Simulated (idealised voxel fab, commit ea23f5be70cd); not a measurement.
process module | voxel plated lines
cross-section cut | 240 nm wide | cells 5 nm
A cross-section is a grid of square cells, given in bands from the top down. A band is one or more rows of cells.
Each band's line starts with the height of the band's top and of its bottom, in nm. Then come its materials from left to right, each with its width in nm. One material with "throughout" fills the band from edge to edge. "air" is empty space.
Height 0 is the level under which the wafer as received is all one material. The lowest band goes on downwards, as in "0 down".
A width such as "30 to 40" changes by the same amount from each row of cells to the next, from the band's top row to its bottom row.
"no change" after a step means that no cell of the cross-section changed.
closed voids: empty space of 8 cells or more with no open way to the top, each as width x height at its distance from the left edge, in nm
after a step's settings: what the simulator itself notes on the step
overlay nm, on a step with a mask: how far to the right of its planned place the mask lay; to the left if negative
plan
1 op RECEIVE | material Si
2 op CONFORMAL_DEP | material Al2O3 | thk nm 10
3 op DIRECTIONAL_DEP | material TiN | thk nm 5
4 op PATTERN | tone open | mask id LINES | material resist | width nm 30 | pitch nm 60 | thk nm 30 | overlay nm 0
5 op EPI | material Ru | thk nm 10
6 op EPI | material Ru | thk nm 10
7 op STRIP | etch materials resist
8 op DIRECTIONAL_ETCH | etch materials TiN | depth nm 5
9 op CONFORMAL_DEP | material SiN | thk nm 5
as received, after step 1
  0 down: Si throughout
  closed voids: none
a wafer at the end: this start, this plan, one mistake
  15 to 10: SiN throughout
  10 to 0: Al2O3 throughout
  0 down: Si throughout
  closed voids: none
what went wrong: step 3 was left out
